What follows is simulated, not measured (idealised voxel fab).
Title: Process Module voxel capacitor over wiring
FYI the section here is cut, 300 nm wide, cells are 5 nm squares.
Heads up, the way a cross-section reads in here is a grid of square cells, handed over as bands from the top down, with every band being one or more rows of cells. This entry defines a band. It first specifies the height of the band's top and the height of its bottom in nm, and then specifies the band's materials from left to right, stating each material with its width in nm. The word "full width" identifies a single material that fills the band from edge to edge, while the word "empty" identifies empty space. Ref level 0: as-received wafer is one material below here. Bottom band extends down with no lower bound ("0 down"). With a width like "30->40", each row of cells in the band differs from the next by the same amount, the top row carrying the first number and the bottom row the second. Step marked "changes: none"? Then no cell in the cross-section changed in it. In "Sealed void listing" the enclosed voids are listed, meaning empty spaces of 8 cells or larger without any opening to the top. The form is width x height at distance, distance from the left edge, units nm. The remark found on a step's line after its settings is issued by the simulator itself and pertains to that step. "overlay nm", when on a step's line for a step with a mask, measures how far to the right of its planned place the mask lay; a negative measure means to the left.

-- So here's the lineup of process steps we planned
1,RECEIVE | material Si
2,CONFORMAL_DEP | material SiO2 | thk nm 15
3,DIRECTIONAL_DEP | material TiN | thk nm 5
4,DIRECTIONAL_DEP | material Ru | thk nm 20
5,PATTERN | tone cover | mask id METAL_1 | material resist | width nm 20 | pitch nm 75 | thk nm 20 | overlay nm 0
6,DIRECTIONAL_ETCH | etch materials Ru | depth nm 20
7,DIRECTIONAL_ETCH | etch materials TiN | depth nm 5
8,STRIP | etch materials resist
9,FILL_DEP | material SiO2 | thk nm 5
10,CMP | height nm 40
11,CONFORMAL_DEP | material SiCN | thk nm 5
12,DIRECTIONAL_DEP | material lowk | thk nm 20
13,MASKED_ETCH | tone open | mask id PLUG_1 | width nm 15 | etch materials lowk | depth nm 20 | overlay nm 0
14,MASKED_ETCH | tone open | mask id PLUG_1 | width nm 15 | etch materials SiCN | depth nm 5 | overlay nm 0
15,EPI | material Ru | thk nm 10
16,EPI | material Ru | thk nm 10
17,EPI | material Ru | thk nm 5
18,DIRECTIONAL_DEP | material TiN | thk nm 5
19,DIRECTIONAL_DEP | material SiN | thk nm 5
20,DIRECTIONAL_DEP | material TiN | thk nm 10
21,PATTERN | tone cover | mask id UPPER_PLATE | material resist | width nm 60 | thk nm 20 | overlay nm 0
22,DIRECTIONAL_ETCH | etch materials TiN | depth nm 10
23,DIRECTIONAL_ETCH | etch materials SiN | depth nm 5
24,STRIP | etch materials resist
25,MASKED_ETCH | tone cover | mask id LOWER_PLATE | width nm 70 | etch materials TiN | depth nm 5 | overlay nm 0
26,FILL_DEP | material SiO2 | thk nm 15
27,CMP | height nm 95
28,PATTERN | tone open | mask id PLUG_2 | material resist | width nm 15 | thk nm 15 | overlay nm 0
29,DIRECTIONAL_ETCH | etch materials SiO2 | depth nm 10
30,STRIP | etch materials resist
31,CONFORMAL_DEP | material TiN | thk nm 5
32,FILL_DEP | material W | thk nm 10
33,CMP | height nm 95
34,CONFORMAL_DEP | material SiCN | thk nm 5

-- The following pertains to the first of two wafers, which was processed as planned

-- as received, after step 1
	0 down | Si full width
	Sealed void listing: none

-- After step 2, in cross-section
	15 to 0 | SiO2 full width
	All layers under 0 are left as they were.

-- After step 3, in cross-section
	20 to 15 | TiN full width
	All layers under 15 are left as they were.

-- After step 4, in cross-section
	40 to 20 | Ru full width
	All layers under 20 are left as they were.

-- After step 5, in cross-section
	60 to 40 | 100 nm empty; 20 nm resist; 55 nm empty; 20 nm resist; 105 nm empty
	All layers under 40 are left as they were.

-- After step 6, in cross-section
	60 to 40 | 100 nm empty; 20 nm resist; 55 nm empty; 20 nm resist; 105 nm empty
	40 to 20 | 100 nm empty; 20 nm Ru; 55 nm empty; 20 nm Ru; 105 nm empty
	All layers under 20 are left as they were.

-- After step 7, in cross-section
	60 to 40 | 100 nm empty; 20 nm resist; 55 nm empty; 20 nm resist; 105 nm empty
	40 to 20 | 100 nm empty; 20 nm Ru; 55 nm empty; 20 nm Ru; 105 nm empty
	20 to 15 | 100 nm empty; 20 nm TiN; 55 nm empty; 20 nm TiN; 105 nm empty
	All layers under 15 are left as they were.

-- After step 8, in cross-section
	40 to 20 | 100 nm empty; 20 nm Ru; 55 nm empty; 20 nm Ru; 105 nm empty
	All layers under 20 are left as they were.

-- After step 9, in cross-section
	45 to 40 | SiO2 full width
	40 to 20 | 100 nm SiO2; 20 nm Ru; 55 nm SiO2; 20 nm Ru; 105 nm SiO2
	20 to 15 | 100 nm SiO2; 20 nm TiN; 55 nm SiO2; 20 nm TiN; 105 nm SiO2
	All layers under 15 are left as they were.

-- After step 10, in cross-section
	40 to 20 | 100 nm SiO2; 20 nm Ru; 55 nm SiO2; 20 nm Ru; 105 nm SiO2
	All layers under 20 are left as they were.

-- After step 11, in cross-section
	45 to 40 | SiCN full width
	All layers under 40 are left as they were.

-- After step 12, in cross-section
	65 to 45 | lowk full width
	All layers under 45 are left as they were.

-- After step 13, in cross-section
	65 to 45 | 105 nm lowk; 15 nm empty; 180 nm lowk
	All layers under 45 are left as they were.

-- After step 14, in cross-section
	65 to 45 | 105 nm lowk; 15 nm empty; 180 nm lowk
	45 to 40 | 105 nm SiCN; 15 nm empty; 180 nm SiCN
	All layers under 40 are left as they were.

-- After step 15, in cross-section
	65 to 50 | 105 nm lowk; 15 nm empty; 180 nm lowk
	50 to 45 | 105 nm lowk; 15 nm Ru; 180 nm lowk
	45 to 40 | 105 nm SiCN; 15 nm Ru; 180 nm SiCN
	All layers under 40 are left as they were.

-- After step 16, in cross-section
	65 to 60 | 105 nm lowk; 15 nm empty; 180 nm lowk
	60 to 45 | 105 nm lowk; 15 nm Ru; 180 nm lowk
	All layers under 45 are left as they were.

-- After step 17, in cross-section
	65 to 45 | 105 nm lowk; 15 nm Ru; 180 nm lowk
	All layers under 45 are left as they were.

-- After step 18, in cross-section
	70 to 65 | TiN full width
	All layers under 65 are left as they were.

-- After step 19, in cross-section
	75 to 70 | SiN full width
	All layers under 70 are left as they were.

-- After step 20, in cross-section
	85 to 75 | TiN full width
	All layers under 75 are left as they were.

-- After step 21, in cross-section
	105 to 85 | 105 nm empty; 60 nm resist; 135 nm empty
	All layers under 85 are left as they were.

-- After step 22, in cross-section
	105 to 85 | 105 nm empty; 60 nm resist; 135 nm empty
	85 to 75 | 105 nm empty; 60 nm TiN; 135 nm empty
	All layers under 75 are left as they were.

-- After step 23, in cross-section
	105 to 85 | 105 nm empty; 60 nm resist; 135 nm empty
	85 to 75 | 105 nm empty; 60 nm TiN; 135 nm empty
	75 to 70 | 105 nm empty; 60 nm SiN; 135 nm empty
	All layers under 70 are left as they were.

-- After step 24, in cross-section
	85 to 75 | 105 nm empty; 60 nm TiN; 135 nm empty
	All layers under 75 are left as they were.

-- After step 25, in cross-section
	85 to 75 | 105 nm empty; 60 nm TiN; 135 nm empty
	75 to 70 | 105 nm empty; 60 nm SiN; 135 nm empty
	70 to 65 | 100 nm empty; 70 nm TiN; 130 nm empty
	All layers under 65 are left as they were.

-- After step 26, in cross-section
	100 to 85 | SiO2 full width
	85 to 75 | 105 nm SiO2; 60 nm TiN; 135 nm SiO2
	75 to 70 | 105 nm SiO2; 60 nm SiN; 135 nm SiO2
	70 to 65 | 100 nm SiO2; 70 nm TiN; 130 nm SiO2
	All layers under 65 are left as they were.

-- After step 27, in cross-section
	95 to 85 | SiO2 full width
	All layers under 85 are left as they were.

-- After step 28, in cross-section
	110 to 95 | 115 nm resist; 15 nm empty; 170 nm resist
	All layers under 95 are left as they were.

-- After step 29, in cross-section
	110 to 95 | 115 nm resist; 15 nm empty; 170 nm resist
	95 to 85 | 115 nm SiO2; 15 nm empty; 170 nm SiO2
	All layers under 85 are left as they were.

-- After step 30, in cross-section
	95 to 85 | 115 nm SiO2; 15 nm empty; 170 nm SiO2
	All layers under 85 are left as they were.

-- After step 31, in cross-section
	100 to 95 | 120 nm TiN; 5 nm empty; 175 nm TiN
	95 to 90 | 115 nm SiO2; 5 nm TiN; 5 nm empty; 5 nm TiN; 170 nm SiO2
	90 to 85 | 115 nm SiO2; 15 nm TiN; 170 nm SiO2
	All layers under 85 are left as they were.

-- After step 32, in cross-section
	110 to 100 | W full width
	100 to 95 | 120 nm TiN; 5 nm W; 175 nm TiN
	95 to 90 | 115 nm SiO2; 5 nm TiN; 5 nm W; 5 nm TiN; 170 nm SiO2
	All layers under 90 are left as they were.

-- After step 33, in cross-section
	95 to 90 | 115 nm SiO2; 5 nm TiN; 5 nm W; 5 nm TiN; 170 nm SiO2
	All layers under 90 are left as they were.

-- After step 34, in cross-section
	100 to 95 | SiCN full width
	All layers under 95 are left as they were.

-- Wafer two. Same start, same plan, one slip in execution. Same as wafer one through step 12, inclusive

-- Second wafer: cross-section at the scheduled end of step 13
	65 to 45 | 105 nm empty; 15 nm lowk; 180 nm empty
	All layers under 45 are left as they were.

Second wafer: cross-section at the scheduled end of step 14: changes: none

Second wafer: cross-section at the scheduled end of step 15: changes: none

Second wafer: cross-section at the scheduled end of step 16: changes: none

Second wafer: cross-section at the scheduled end of step 17: changes: none

-- Second wafer: cross-section at the scheduled end of step 18
	70 to 65 | 105 nm empty; 15 nm TiN; 180 nm empty
	65 to 50 | 105 nm empty; 15 nm lowk; 180 nm empty
	50 to 45 | 105 nm TiN; 15 nm lowk; 180 nm TiN
	All layers under 45 are left as they were.

-- Second wafer: cross-section at the scheduled end of step 19
	75 to 70 | 105 nm empty; 15 nm SiN; 180 nm empty
	70 to 65 | 105 nm empty; 15 nm TiN; 180 nm empty
	65 to 55 | 105 nm empty; 15 nm lowk; 180 nm empty
	55 to 50 | 105 nm SiN; 15 nm lowk; 180 nm SiN
	All layers under 50 are left as they were.

-- Second wafer: cross-section at the scheduled end of step 20
	85 to 75 | 105 nm empty; 15 nm TiN; 180 nm empty
	75 to 70 | 105 nm empty; 15 nm SiN; 180 nm empty
	70 to 65 | 105 nm empty; 15 nm TiN; 180 nm empty
	65 to 55 | 105 nm TiN; 15 nm lowk; 180 nm TiN
	All layers under 55 are left as they were.

-- Second wafer: cross-section at the scheduled end of step 21
	105 to 85 | 105 nm empty; 60 nm resist; 135 nm empty
	85 to 75 | 105 nm empty; 15 nm TiN; 45 nm resist; 135 nm empty
	75 to 70 | 105 nm empty; 15 nm SiN; 45 nm resist; 135 nm empty
	70 to 65 | 105 nm empty; 15 nm TiN; 45 nm resist; 135 nm empty
	All layers under 65 are left as they were.

-- Second wafer: cross-section at the scheduled end of step 22
	105 to 85 | 105 nm empty; 60 nm resist; 135 nm empty
	85 to 75 | 105 nm empty; 15 nm TiN; 45 nm resist; 135 nm empty
	75 to 70 | 105 nm empty; 15 nm SiN; 45 nm resist; 135 nm empty
	70 to 65 | 105 nm empty; 15 nm TiN; 45 nm resist; 135 nm empty
	65 to 55 | 105 nm empty; 15 nm lowk; 45 nm TiN; 135 nm empty
	All layers under 55 are left as they were.

-- Second wafer: cross-section at the scheduled end of step 23
	105 to 85 | 105 nm empty; 60 nm resist; 135 nm empty
	85 to 75 | 105 nm empty; 15 nm TiN; 45 nm resist; 135 nm empty
	75 to 70 | 105 nm empty; 15 nm SiN; 45 nm resist; 135 nm empty
	70 to 65 | 105 nm empty; 15 nm TiN; 45 nm resist; 135 nm empty
	65 to 55 | 105 nm empty; 15 nm lowk; 45 nm TiN; 135 nm empty
	55 to 50 | 105 nm empty; 15 nm lowk; 45 nm SiN; 135 nm empty
	All layers under 50 are left as they were.

-- Second wafer: cross-section at the scheduled end of step 24
	85 to 75 | 105 nm empty; 15 nm TiN; 180 nm empty
	75 to 70 | 105 nm empty; 15 nm SiN; 180 nm empty
	70 to 65 | 105 nm empty; 15 nm TiN; 180 nm empty
	All layers under 65 are left as they were.

-- Second wafer: cross-section at the scheduled end of step 25
	85 to 75 | 105 nm empty; 15 nm TiN; 180 nm empty
	75 to 70 | 105 nm empty; 15 nm SiN; 180 nm empty
	70 to 65 | 105 nm empty; 15 nm TiN; 180 nm empty
	65 to 55 | 105 nm empty; 15 nm lowk; 45 nm TiN; 135 nm empty
	55 to 50 | 105 nm empty; 15 nm lowk; 45 nm SiN; 135 nm empty
	50 to 45 | 100 nm empty; 5 nm TiN; 15 nm lowk; 50 nm TiN; 130 nm empty
	All layers under 45 are left as they were.

-- Second wafer: cross-section at the scheduled end of step 26
	100 to 85 | SiO2 full width
	85 to 75 | 105 nm SiO2; 15 nm TiN; 180 nm SiO2
	75 to 70 | 105 nm SiO2; 15 nm SiN; 180 nm SiO2
	70 to 65 | 105 nm SiO2; 15 nm TiN; 180 nm SiO2
	65 to 55 | 105 nm SiO2; 15 nm lowk; 45 nm TiN; 135 nm SiO2
	55 to 50 | 105 nm SiO2; 15 nm lowk; 45 nm SiN; 135 nm SiO2
	50 to 45 | 100 nm SiO2; 5 nm TiN; 15 nm lowk; 50 nm TiN; 130 nm SiO2
	All layers under 45 are left as they were.

-- Second wafer: cross-section at the scheduled end of step 27
	95 to 85 | SiO2 full width
	All layers under 85 are left as they were.

-- Second wafer: cross-section at the scheduled end of step 28
	110 to 95 | 115 nm resist; 15 nm empty; 170 nm resist
	All layers under 95 are left as they were.

-- Second wafer: cross-section at the scheduled end of step 29
	110 to 95 | 115 nm resist; 15 nm empty; 170 nm resist
	95 to 85 | 115 nm SiO2; 15 nm empty; 170 nm SiO2
	All layers under 85 are left as they were.

-- Second wafer: cross-section at the scheduled end of step 30
	95 to 85 | 115 nm SiO2; 15 nm empty; 170 nm SiO2
	All layers under 85 are left as they were.

-- Second wafer: cross-section at the scheduled end of step 31
	100 to 95 | 120 nm TiN; 5 nm empty; 175 nm TiN
	95 to 90 | 115 nm SiO2; 5 nm TiN; 5 nm empty; 5 nm TiN; 170 nm SiO2
	90 to 85 | 115 nm SiO2; 15 nm TiN; 170 nm SiO2
	All layers under 85 are left as they were.

-- Second wafer: cross-section at the scheduled end of step 32
	110 to 100 | W full width
	100 to 95 | 120 nm TiN; 5 nm W; 175 nm TiN
	95 to 90 | 115 nm SiO2; 5 nm TiN; 5 nm W; 5 nm TiN; 170 nm SiO2
	All layers under 90 are left as they were.

-- Second wafer: cross-section at the scheduled end of step 33
	95 to 90 | 115 nm SiO2; 5 nm TiN; 5 nm W; 5 nm TiN; 170 nm SiO2
	All layers under 90 are left as they were.

-- Second wafer: cross-section at the scheduled end of step 34
	100 to 95 | SiCN full width
	All layers under 95 are left as they were.
Error vs. plan: step 13 off recipe, ran as MASKED_ETCH | tone cover | mask id PLUG_1 | width nm 15 | etch materials lowk | depth nm 20 | overlay nm 0
Bottom line after processing is that, in cells, the second wafer is up or down on some materials versus the first: -15 Ru, +3 SiCN, +228 SiO2, -216 lowk
